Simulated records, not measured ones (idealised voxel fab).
This section sets out a process module, namely voxel ribs on slabs.
Section cut is 200 nm wide and gridded with 5 nm square cells.
Reading order for cross-sections: top band down to bottom band. Underlying form: a grid of square cells. Band size: one or more rows of cells.
Basically the band line says how high the top is and how high the bottom is, in nm, and then what's in it from left to right, every material with its width in nm. Empty space shows up as "blank", and if a single material carries "throughout" it runs the full band edge to edge.
Ref level 0: as-received wafer is one material below here. Bottom band extends down with no lower bound ("top 0, no bottom").
Think of "30->40" as a width that walks from the first number to the second as you go down the band, top row to bottom row, taking equal-sized steps from row to row.
Given "nothing was modified" for a step, no cell of the cross-section differs between before and after that step.
"Sealed void list": empty spaces of 8 cells or more with no open way to the top, each given as width x height at distance, distance from the left edge, all in nm.
Post-settings text on a step line: simulator's own remark regarding the step.
A step's line can hold "overlay nm"; with a mask on that step, the setting says how far right of the planned place the mask lay, while a negative setting says it lay to the left.

PLANNED STEP LIST FOR THE PROCESS
| 1 | RECEIVE: material Si |
| 2 | DIRECTIONAL_DEP: material SiO2, thk nm 20 |
| 3 | DIRECTIONAL_DEP: material SiN, thk nm 25 |
| 4 | PATTERN: tone cover, mask id RIB, material resist, width nm 15, thk nm 20, overlay nm 0 |
| 5 | DIRECTIONAL_ETCH: etch materials SiN, depth nm 5 |
| 6 | STRIP: etch materials resist |
| 7 | PATTERN: tone cover, mask id SLAB, material resist, width nm 80, thk nm 15, overlay nm 0 |
| 8 | DIRECTIONAL_ETCH: etch materials SiN, depth nm 20 |
| 9 | STRIP: etch materials resist |
| 10 | FILL_DEP: material SiO2, thk nm 30 |
| 11 | CMP: height nm 65 |
| 12 | DIRECTIONAL_DEP: material W, thk nm 10 |
| 13 | MASKED_ETCH: tone cover, mask id HEATER, width nm 30, etch materials W, depth nm 10, overlay nm 0 |
| 14 | CONFORMAL_DEP: material SiO2, thk nm 10 |
It is noted that the wafers described herein are identical at the outset and are distinguished by the width nm of step 4; the value stated in the plan corresponds to the first wafer.

RECEIVED CONDITION OF THE FIRST OF SEVERAL WAFERS, SECTIONED: POST-STEP 1
top 0, no bottom: Si throughout
Sealed void list: none

QUICK KEY FOR THE TABLE: A ROW PER WAFER, TAKEN AT THE END OF THE MODULE. FOR EACH MATERIAL IT TELLS YOU HOW MANY CELLS THE WAFER GAINED (+) OR LOST (-) SINCE IT CAME IN, AND THE CLOSED VOIDS COME AFTER
width nm 15 | +67 SiN | +541 SiO2 | +12 W | Sealed void list: none
width nm 20 | +68 SiN | +540 SiO2 | +12 W | Sealed void list: none
width nm 25 | +69 SiN | +539 SiO2 | +12 W | Sealed void list: none
width nm 30 | +70 SiN | +538 SiO2 | +12 W | Sealed void list: none
width nm 35 | +71 SiN | +537 SiO2 | +12 W | Sealed void list: none
